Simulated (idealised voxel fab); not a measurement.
Name of the process module below: voxel trench capacitor
It is cross-section cut that appears here, measuring 255 nm in width, its square cells being 5 nm in size.
Heads up, the way a cross-section reads in here is a grid of square cells, handed over as bands from the top down, with every band being one or more rows of cells. Basically the band line says how high the top is and how high the bottom is, in nm, and then what's in it from left to right, every material with its width in nm. Empty space shows up as "blank", and if a single material carries "edge to edge" it runs the full band edge to edge. Heights are reckoned from 0. Under this level, the received wafer is all of one material. The bottommost band is open-ended downward, for example "0 -> down". Read "30 to 40" as a graded width: first number on top, second number at the bottom, same change between each pair of neighbouring rows. You'll sometimes find "same as before" written for a step, and that's the way of saying that nowhere in the cross-section did a cell change during that step. "Closed internal voids" - sealed voids, min. 8 cells, no opening to top; format: width x height at distance (distance from left edge; nm throughout). Post-settings text on a step line: simulator's own remark regarding the step. overlay nm: mask offset rightward from planned place, masked step; negative means leftward offset.
# Process steps (planned)
1 RECEIVE [material Si]
2 CONFORMAL_DEP [material SiN] [thk nm 10]
3 MASKED_ETCH [tone open] [mask id TRENCH] [width nm 25] [pitch nm 45] [etch materials SiN] [depth nm 10] [overlay nm 0]
4 MASKED_ETCH [tone open] [mask id TRENCH] [width nm 25] [pitch nm 45] [etch materials Si] [depth nm 25] [overlay nm 0]
5 CONFORMAL_DEP [material Al2O3] [thk nm 5]
6 CONFORMAL_DEP [material TiN] [thk nm 5]
7 FILL_DEP [material W] [thk nm 5]
8 CMP [height nm 10]
# Cross-sectional view of the wafer in its as-received condition, corresponding to the state after step 1
  0 -> down  Si edge to edge
  Closed internal voids: none
# End-of-module cross-section of the first of two wafers, processed as planned
  10 -> 0  SiN=45, Al2O3=5, TiN=5, W=5, TiN=5, Al2O3=5, SiN=20, Al2O3=5, TiN=5, W=5, TiN=5, Al2O3=5, SiN=20, Al2O3=5, TiN=5, W=5, TiN=5, Al2O3=5, SiN=20, Al2O3=5, TiN=5, W=5, TiN=5, Al2O3=5, SiN=50
  0 -> -15  Si=45, Al2O3=5, TiN=5, W=5, TiN=5, Al2O3=5, Si=20, Al2O3=5, TiN=5, W=5, TiN=5, Al2O3=5, Si=20, Al2O3=5, TiN=5, W=5, TiN=5, Al2O3=5, Si=20, Al2O3=5, TiN=5, W=5, TiN=5, Al2O3=5, Si=50
  -15 -> -20  Si=45, Al2O3=5, TiN=15, Al2O3=5, Si=20, Al2O3=5, TiN=15, Al2O3=5, Si=20, Al2O3=5, TiN=15, Al2O3=5, Si=20, Al2O3=5, TiN=15, Al2O3=5, Si=50
  -20 -> -25  Si=45, Al2O3=25, Si=20, Al2O3=25, Si=20, Al2O3=25, Si=20, Al2O3=25, Si=50
  -25 -> down  Si edge to edge
  Closed internal voids: none
# Cross-sectional image of the second wafer of the two following completion of the module. Starting state and process plan were the same as for the first wafer; one execution error occurred
  25 -> 20  W edge to edge
  20 -> 15  TiN=55, W=5, TiN=40, W=5, TiN=40, W=5, TiN=40, W=5, TiN=60
  15 -> 10  Al2O3=50, TiN=5, W=5, TiN=5, Al2O3=30, TiN=5, W=5, TiN=5, Al2O3=30, TiN=5, W=5, TiN=5, Al2O3=30, TiN=5, W=5, TiN=5, Al2O3=55
  10 -> 0  SiN=45, Al2O3=5, TiN=5, W=5, TiN=5, Al2O3=5, SiN=20, Al2O3=5, TiN=5, W=5, TiN=5, Al2O3=5, SiN=20, Al2O3=5, TiN=5, W=5, TiN=5, Al2O3=5, SiN=20, Al2O3=5, TiN=5, W=5, TiN=5, Al2O3=5, SiN=50
  0 -> -15  Si=45, Al2O3=5, TiN=5, W=5, TiN=5, Al2O3=5, Si=20, Al2O3=5, TiN=5, W=5, TiN=5, Al2O3=5, Si=20, Al2O3=5, TiN=5, W=5, TiN=5, Al2O3=5, Si=20, Al2O3=5, TiN=5, W=5, TiN=5, Al2O3=5, Si=50
  -15 -> -20  Si=45, Al2O3=5, TiN=15, Al2O3=5, Si=20, Al2O3=5, TiN=15, Al2O3=5, Si=20, Al2O3=5, TiN=15, Al2O3=5, Si=20, Al2O3=5, TiN=15, Al2O3=5, Si=50
  -20 -> -25  Si=45, Al2O3=25, Si=20, Al2O3=25, Si=20, Al2O3=25, Si=20, Al2O3=25, Si=50
  -25 -> down  Si edge to edge
  Closed internal voids: none
What was done differently from what was planned? step 8 of the plan was jumped over and never run
End check, counted in cells, second wafer has more or fewer of these materials than the first: Al2O3: 39 more; TiN: 55 more; W: 59 more
